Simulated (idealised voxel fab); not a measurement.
Proc. module: voxel self aligned contacts
This is section cut - it's 250 nm across, gridded in 5 nm square cells.
Throughout this document, each cross-section is represented as a grid of square cells and is presented as a sequence of bands enumerated from the top downward, where a band comprises one or more rows of cells.
Quick guide to a band line: top height, bottom height (nm) up front; then every material left to right with its width in nm. Only one material and it's marked "all across"? Then it fills the band edge to edge. And "blank" just means empty space.
Below 0: as-received wafer, all one material; heights counted from there. Lowest band: no bottom, goes on down, written "0 -> down".
Top row gets the first number, bottom row gets the second, and each row in between changes by the same step: that is how a band width like "30->40" works.
"nothing different" after a step means that no cell of the cross-section changed.
Any empty space of 8 cells or more lacking an open way to the top shows up in "Encapsulated voids" as width x height at distance, distance from the left edge, in nm.
Heads up: the bit after the settings on a step's line is the simulator's remark on that step.
The line of a step may include "overlay nm". On a step with a mask, this value is how far to the right of its planned place the mask lay. A negative value means the mask lay to the left.

Planned step list for the process:
step 1: op RECEIVE | material Si
step 2: op CONFORMAL_DEP | material SiO2 | thk nm 5
step 3: op DIRECTIONAL_DEP | material polySi | thk nm 20
step 4: op DIRECTIONAL_DEP | material SiN | thk nm 20
step 5: op DIRECTIONAL_DEP | material aC | thk nm 15
step 6: op PATTERN | tone cover | mask id GATE | material resist | width nm 35 | pitch nm 70 | thk nm 35 | overlay nm 0
step 7: op DIRECTIONAL_ETCH | etch materials aC | depth nm 15
step 8: op STRIP | etch materials resist
step 9: op DIRECTIONAL_ETCH | etch materials SiN | depth nm 10
step 10: op DIRECTIONAL_ETCH | etch materials polySi | depth nm 20
step 11: op STRIP | etch materials aC
step 12: op CONFORMAL_DEP | material SiN | thk nm 5
step 13: op DIRECTIONAL_ETCH | etch materials SiN | depth nm 5
step 14: op FILL_DEP | material SiO2 | thk nm 10
step 15: op CMP | height nm 50
step 16: op DIRECTIONAL_DEP | material aC | thk nm 15
step 17: op PATTERN | tone open | mask id CONTACT | material resist | width nm 55 | thk nm 30 | overlay nm 0
step 18: op DIRECTIONAL_ETCH | etch materials aC | depth nm 15
step 19: op STRIP | etch materials resist
step 20: op DIRECTIONAL_ETCH | etch materials SiO2 | depth nm 50
step 21: op STRIP | etch materials aC
step 22: op CONFORMAL_DEP | material TiN | thk nm 5
step 23: op FILL_DEP | material W | thk nm 10
step 24: op CMP | height nm 50
step 25: op CONFORMAL_DEP | material SiCN | thk nm 5
Heads up: all these wafers start the same, and what changes between them is the depth nm in step 9. The value you see in the plan is just what the first wafer got.

Cross-section of the first of several received wafers, showing its state after step 1:
  0 -> down = Si all across
  Encapsulated voids: none

Module finished, last step 25 done: cross-section of the first of several wafers:
  55 -> 50 = SiCN all across
  50 -> 45 = 95 SiO2; 20 TiN; 15 W; 20 TiN; 100 SiO2
  45 -> 40 = 65 SiO2; 45 SiN; 5 TiN; 15 W; 5 TiN; 45 SiN; 70 SiO2
  40 -> 35 = 65 SiO2; 45 SiN; 25 TiN; 45 SiN; 70 SiO2
  35 -> 25 = SiN all across
  25 -> 5 = polySi all across
  5 -> 0 = SiO2 all across
  0 -> down = Si all across
  Encapsulated voids: none

Last-wafer cross-section at the end of the module:
  55 -> 50 = SiCN all across
  50 -> 45 = 95 SiO2; 20 TiN; 15 W; 20 TiN; 100 SiO2
  45 -> 25 = 65 SiO2; 45 SiN; 5 TiN; 15 W; 5 TiN; 45 SiN; 70 SiO2
  25 -> 5 = 65 SiO2; 5 SiN; 35 polySi; 5 SiN; 5 TiN; 15 W; 5 TiN; 5 SiN; 35 polySi; 5 SiN; 70 SiO2
  5 -> 0 = 110 SiO2; 25 TiN; 115 SiO2
  0 -> down = Si all across
  Encapsulated voids: none

Per wafer (row), end of module: delta in cells per material since receipt, (+) for gained, (-) for lost; closed voids after that:
depth nm 10; +50 SiCN; +136 SiN; +143 SiO2; +15 TiN; +6 W; +200 polySi; Encapsulated voids: none
depth nm 15; +50 SiCN; +104 SiN; +170 SiO2; +17 TiN; +9 W; +200 polySi; Encapsulated voids: none
depth nm 20; +50 SiCN; +88 SiN; +300 SiO2; +29 TiN; +27 W; +56 polySi; Encapsulated voids: none
depth nm 25; +50 SiCN; +88 SiN; +300 SiO2; +29 TiN; +27 W; +56 polySi; Encapsulated voids: none
depth nm 30; +50 SiCN; +88 SiN; +300 SiO2; +29 TiN; +27 W; +56 polySi; Encapsulated voids: none
depth nm 35; +50 SiCN; +88 SiN; +300 SiO2; +29 TiN; +27 W; +56 polySi; Encapsulated voids: none
